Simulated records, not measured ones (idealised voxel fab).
The document below concerns the process module designated voxel capacitor over wiring.
FYI the section here is cut, 175 nm wide, cells are 5 nm squares.
If you're reading a cross-section in this doc, picture square cells in a grid; it comes to you as bands, top ones listed first down to the bottom, and a band can be one or more rows of cells. Read a band's entry like this: the first values are the height of its top and the height of its bottom in nm, and what follows is the sequence of materials from left to right, each with its width in nm. Note that "empty" is empty space, and that a single material marked "full width" reaches across the band from edge to edge. Basically, 0 is our baseline, since under it the wafer straight out of the box is all one material. The bottom band has no lower end and keeps on going down, so it looks like "0 down". Think of "30..40" as a width that walks from the first number to the second as you go down the band, top row to bottom row, taking equal-sized steps from row to row. Step note "remains unaltered" = no cross-section cell changed. Basically, "Catalogued sealed voids" tells you about the enclosed voids: empty spaces with no open way to the top, 8 cells or bigger, each written width x height at distance, where distance is from the left edge, all in nm. Where a step's line continues beyond its settings, the continuation is a remark by the simulator itself on that step. Each step line may optionally specify "overlay nm", which for a step with a mask gives the rightward distance between the mask's planned place and where it lay, a negative value indicating the leftward direction.

## This section lists the process steps that were planned
- 1: RECEIVE,material Si
- 2: CONFORMAL_DEP,material SiO2,thk nm 10
- 3: CONFORMAL_DEP,material SiCN,thk nm 5
- 4: DIRECTIONAL_DEP,material lowk,thk nm 15
- 5: PATTERN,tone open,mask id METAL_1,material resist,width nm 20,pitch nm 90,thk nm 15,overlay nm 0
- 6: DIRECTIONAL_ETCH,etch materials lowk,depth nm 15
- 7: DIRECTIONAL_ETCH,etch materials SiCN,depth nm 5
- 8: STRIP,etch materials resist
- 9: CONFORMAL_DEP,material TiN,thk nm 5
- 10: FILL_DEP,material Cu,thk nm 5
- 11: CMP,height nm 30
- 12: EPI,material Ru,thk nm 5
- 13: FILL_DEP,material SiCN,thk nm 5
- 14: DIRECTIONAL_DEP,material lowk,thk nm 15
- 15: DIRECTIONAL_DEP,material aC,thk nm 10
- 16: PATTERN,tone open,mask id PLUG_1,material resist,width nm 15,thk nm 25,overlay nm 0
- 17: DIRECTIONAL_ETCH,etch materials aC,depth nm 10
- 18: STRIP,etch materials resist
- 19: DIRECTIONAL_ETCH,etch materials lowk,depth nm 15
- 20: DIRECTIONAL_ETCH,etch materials SiCN,depth nm 5
- 21: STRIP,etch materials aC
- 22: CONFORMAL_DEP,material TiN,thk nm 5
- 23: FILL_DEP,material Ru,thk nm 5
- 24: CMP,height nm 55
- 25: DIRECTIONAL_DEP,material TiN,thk nm 5
- 26: DIRECTIONAL_DEP,material Al2O3,thk nm 5
- 27: DIRECTIONAL_DEP,material TiN,thk nm 10
- 28: MASKED_ETCH,tone cover,mask id UPPER_PLATE,width nm 75,etch materials TiN,depth nm 10,overlay nm 0
- 29: MASKED_ETCH,tone cover,mask id UPPER_PLATE,width nm 75,etch materials Al2O3,depth nm 5,overlay nm 0
- 30: MASKED_ETCH,tone cover,mask id LOWER_PLATE,width nm 85,etch materials TiN,depth nm 5,overlay nm 0
- 31: FILL_DEP,material SiO2,thk nm 20
- 32: CMP,height nm 90
- 33: MASKED_ETCH,tone open,mask id PLUG_2,width nm 15,etch materials SiO2,depth nm 15,overlay nm 0
- 34: CONFORMAL_DEP,material TiN,thk nm 5
- 35: FILL_DEP,material W,thk nm 10
- 36: CMP,height nm 90
- 37: CONFORMAL_DEP,material SiN,thk nm 5

## Cross-section: wafer on arrival = after step 1
0 down = Si full width
Catalogued sealed voids: none

## Wafer at module end, in section. Began as above, planned as above, run with one mistake
95 to 90 = SiN full width
90 to 80 = SiO2=45, TiN=5, W=5, TiN=5, SiO2=115
80 to 75 = SiO2=45, TiN=15, SiO2=115
75 to 70 = SiO2=30, TiN=5, SiO2=75, TiN=5, SiO2=60
70 to 65 = TiN=35, SiO2=75, TiN=65
65 to 60 = Al2O3 full width
60 to 55 = TiN full width
55 to 40 = lowk=35, TiN=5, Ru=5, TiN=5, lowk=125
40 to 35 = SiCN=35, TiN=15, SiCN=125
35 to 30 = SiCN=25, Ru=30, SiCN=60, Ru=30, SiCN=30
30 to 15 = lowk=30, TiN=5, Cu=10, TiN=5, lowk=70, TiN=5, Cu=10, TiN=5, lowk=35
15 to 10 = SiCN=30, TiN=20, SiCN=70, TiN=20, SiCN=35
10 to 0 = SiO2 full width
0 down = Si full width
Catalogued sealed voids: none
In executing the process, a mistake was made relative to the plan: step 28 was run on a setting that differed from the plan, and what really ran there is MASKED_ETCH,tone open,mask id UPPER_PLATE,width nm 75,etch materials TiN,depth nm 10,overlay nm 0
